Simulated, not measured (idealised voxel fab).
process module | voxel gate over fins
cross-section cut | 240 nm wide | cells 5 nm
A cross-section is a grid of square cells, given in bands from the top down. A band is one or more rows of cells.
Each band's line starts with the height of the band's top and of its bottom, in nm. Then come its materials from left to right, each with its width in nm. One material with "throughout" fills the band from edge to edge. "air" is empty space.
Height 0 is the level under which the wafer as received is all one material. The lowest band goes on downwards, as in "0 down".
A width such as "30 to 40" changes by the same amount from each row of cells to the next, from the band's top row to its bottom row.
"no change" after a step means that no cell of the cross-section changed.
closed voids: empty space of 8 cells or more with no open way to the top, each as width x height at its distance from the left edge, in nm
after a step's settings: what the simulator itself notes on the step
overlay nm, on a step with a mask: how far to the right of its planned place the mask lay; to the left if negative
plan
1 op RECEIVE | material Si
2 op CONFORMAL_DEP | material SiN | thk nm 10
3 op PATTERN | tone cover | mask id FINS | material resist | width nm 15 | pitch nm 35 | thk nm 15 | overlay nm 0
4 op DIRECTIONAL_ETCH | etch materials SiN | depth nm 10
5 op DIRECTIONAL_ETCH | etch materials Si | depth nm 40
6 op STRIP | etch materials resist
7 op FILL_DEP | material SiO2 | thk nm 10
8 op CMP | height nm 10
9 op SELECTIVE_ETCH | etch materials SiO2 | depth nm 20
10 op STRIP | etch materials SiN
11 op CONFORMAL_DEP | material HfO2 | thk nm 5
12 op CONFORMAL_DEP | material TiN | thk nm 5
13 op CONFORMAL_DEP | material TiAl | thk nm 5
14 op CONFORMAL_DEP | material TiN | thk nm 5
15 op FILL_DEP | material W | thk nm 10
16 op CMP | height nm 25
17 op CONFORMAL_DEP | material SiCN | thk nm 10
as received, after step 1
  0 down: Si throughout
  closed voids: none
a wafer at the end: this start, this plan, one mistake
  35 to 25: SiCN throughout
  25 to 20: W throughout
  20 to 15: W 55 | TiN 125 | W 60
  15 to 10: W 55 | TiN 5 | TiAl 115 | TiN 5 | W 60
  10 to 5: TiN 60 | TiAl 5 | HfO2 105 | TiAl 5 | TiN 65
  5 to 0: TiAl 65 | HfO2 5 | TiN 25 | HfO2 10 | TiN 25 | HfO2 10 | TiN 25 | HfO2 5 | TiAl 70
  0 to -5: HfO2 70 | TiN 5 | Si 15 | TiN 5 | HfO2 10 | TiN 5 | Si 15 | TiN 5 | HfO2 10 | TiN 5 | Si 15 | TiN 5 | HfO2 75
  -5 to -10: TiN 75 | Si 15 | TiN 20 | Si 15 | TiN 20 | Si 15 | TiN 80
  -10 to -40: SiO2 75 | Si 15 | SiO2 20 | Si 15 | SiO2 20 | Si 15 | SiO2 80
  -40 down: Si throughout
  closed voids: none
what went wrong: steps 11 and 12 were swapped
